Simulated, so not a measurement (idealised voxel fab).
The following is a process module called voxel ribs on slabs.
The cross-section on display is named cut; it measures 205 nm wide, and its cells are 5 nm squares.
Square cells in a grid make up a cross-section in this document, and the grid is given as bands, listed from the top down, each one or more rows of cells. Top, bottom (nm), then materials left to right with widths (nm); lone material tagged "edge to edge" fills the whole band edge to edge; "empty" = empty space. It should be noted that heights are counted from 0, beneath which the wafer as supplied is of one material throughout, and that the lowest band possesses no lower boundary but continues downward, as written in "0..down". A two-number width, for instance "30..40", indicates that the width is equal to the first number in the top row of the band and to the second number in the bottom row, and that it changes by a constant amount per row of cells. "no modification" after a step means that no cell of the cross-section changed. Closed empty spaces (no open way to the top) of 8 cells or more are what "Closed void register" lists, each as width x height at distance from the left edge, nm for all three. Read whatever lies past the settings on a step's line as the simulator's own remark about the step. overlay nm: mask right of planned place by this much (step with mask). Neg. = left.
[Planned step list for the process]
1) RECEIVE (material Si)
2) DIRECTIONAL_DEP (material SiO2; thk nm 20)
3) DIRECTIONAL_DEP (material SiN; thk nm 25)
4) DIRECTIONAL_DEP (material aC; thk nm 10)
5) PATTERN (tone cover; mask id RIB; material resist; width nm 20; thk nm 25; overlay nm 0)
6) DIRECTIONAL_ETCH (etch materials aC; depth nm 10)
7) STRIP (etch materials resist)
8) DIRECTIONAL_ETCH (etch materials SiN; depth nm 15)
9) STRIP (etch materials aC)
10) MASKED_ETCH (tone cover; mask id SLAB; width nm 70; etch materials SiN; depth nm 10; overlay nm 0)
11) FILL_DEP (material SiO2; thk nm 20)
12) CMP (height nm 55)
13) DIRECTIONAL_DEP (material TiN; thk nm 5)
14) PATTERN (tone cover; mask id HEATER; material resist; width nm 30; thk nm 15; overlay nm 0)
15) DIRECTIONAL_ETCH (etch materials TiN; depth nm 5)
16) STRIP (etch materials resist)
17) CONFORMAL_DEP (material SiN; thk nm 10)
[Concerning the first of two wafers, which was run in accordance with the plan]
[Cross-section of the incoming wafer, state after step 1]
    0..down | Si edge to edge
    Closed void register: none
[You're looking at a cross-section of the wafer after step 2]
    20..0 | SiO2 edge to edge
    Everything below 0 is unchanged.
[You're looking at a cross-section of the wafer after step 3]
    45..20 | SiN edge to edge
    Everything below 20 is unchanged.
[You're looking at a cross-section of the wafer after step 4]
    55..45 | aC edge to edge
    Everything below 45 is unchanged.
[You're looking at a cross-section of the wafer after step 5]
    80..55 | 90 empty  20 resist  95 empty
    Everything below 55 is unchanged.
[You're looking at a cross-section of the wafer after step 6]
    70..55 | 90 empty  20 resist  95 empty
    55..45 | 90 empty  20 aC  95 empty
    Everything below 45 is unchanged.
[You're looking at a cross-section of the wafer after step 7]
    55..45 | 90 empty  20 aC  95 empty
    Everything below 45 is unchanged.
[You're looking at a cross-section of the wafer after step 8]
    55..45 | 90 empty  20 aC  95 empty
    45..30 | 90 empty  20 SiN  95 empty
    Everything below 30 is unchanged.
[You're looking at a cross-section of the wafer after step 9]
    45..30 | 90 empty  20 SiN  95 empty
    Everything below 30 is unchanged.
[You're looking at a cross-section of the wafer after step 10]
    45..30 | 90 empty  20 SiN  95 empty
    30..20 | 65 empty  70 SiN  70 empty
    Everything below 20 is unchanged.
[You're looking at a cross-section of the wafer after step 11]
    65..45 | SiO2 edge to edge
    45..30 | 90 SiO2  20 SiN  95 SiO2
    30..20 | 65 SiO2  70 SiN  70 SiO2
    Everything below 20 is unchanged.
[You're looking at a cross-section of the wafer after step 12]
    55..45 | SiO2 edge to edge
    Everything below 45 is unchanged.
[You're looking at a cross-section of the wafer after step 13]
    60..55 | TiN edge to edge
    Everything below 55 is unchanged.
[You're looking at a cross-section of the wafer after step 14]
    75..60 | 85 empty  30 resist  90 empty
    Everything below 60 is unchanged.
[You're looking at a cross-section of the wafer after step 15]
    75..60 | 85 empty  30 resist  90 empty
    60..55 | 85 empty  30 TiN  90 empty
    Everything below 55 is unchanged.
[You're looking at a cross-section of the wafer after step 16]
    60..55 | 85 empty  30 TiN  90 empty
    Everything below 55 is unchanged.
[You're looking at a cross-section of the wafer after step 17]
    70..65 | 75 empty  50 SiN  80 empty
    65..60 | SiN edge to edge
    60..55 | 85 SiN  30 TiN  90 SiN
    Everything below 55 is unchanged.
[Second wafer. Start and plan as for the first. One mistake made in running. Agrees with the first up to and including step 4]
[Second wafer, cross-section, planned end of step 5]
    80..55 | 90 empty  25 resist  90 empty
    Everything below 55 is unchanged.
[Second wafer, cross-section, planned end of step 6]
    70..55 | 90 empty  25 resist  90 empty
    55..45 | 90 empty  25 aC  90 empty
    Everything below 45 is unchanged.
[Second wafer, cross-section, planned end of step 7]
    55..45 | 90 empty  25 aC  90 empty
    Everything below 45 is unchanged.
[Second wafer, cross-section, planned end of step 8]
    55..45 | 90 empty  25 aC  90 empty
    45..30 | 90 empty  25 SiN  90 empty
    Everything below 30 is unchanged.
[Second wafer, cross-section, planned end of step 9]
    45..30 | 90 empty  25 SiN  90 empty
    Everything below 30 is unchanged.
[Second wafer, cross-section, planned end of step 10]
    45..30 | 90 empty  25 SiN  90 empty
    30..20 | 65 empty  70 SiN  70 empty
    Everything below 20 is unchanged.
[Second wafer, cross-section, planned end of step 11]
    65..45 | SiO2 edge to edge
    45..30 | 90 SiO2  25 SiN  90 SiO2
    30..20 | 65 SiO2  70 SiN  70 SiO2
    Everything below 20 is unchanged.
[Second wafer, cross-section, planned end of step 12]
    55..45 | SiO2 edge to edge
    Everything below 45 is unchanged.
[Second wafer, cross-section, planned end of step 13]
    60..55 | TiN edge to edge
    Everything below 55 is unchanged.
[Second wafer, cross-section, planned end of step 14]
    75..60 | 85 empty  30 resist  90 empty
    Everything below 60 is unchanged.
[Second wafer, cross-section, planned end of step 15]
    75..60 | 85 empty  30 resist  90 empty
    60..55 | 85 empty  30 TiN  90 empty
    Everything below 55 is unchanged.
[Second wafer, cross-section, planned end of step 16]
    60..55 | 85 empty  30 TiN  90 empty
    Everything below 55 is unchanged.
[Second wafer, cross-section, planned end of step 17]
    70..65 | 75 empty  50 SiN  80 empty
    65..60 | SiN edge to edge
    60..55 | 85 SiN  30 TiN  90 SiN
    Everything below 55 is unchanged.
what went wrong: for step 5, the planned setting was not used; the step was instead run as PATTERN (tone cover; mask id RIB; material resist; width nm 25; thk nm 25; overlay nm 0)
Final wafer comparison in cells, second versus first, more or fewer per material: SiN: 3 more | SiO2: 3 fewer
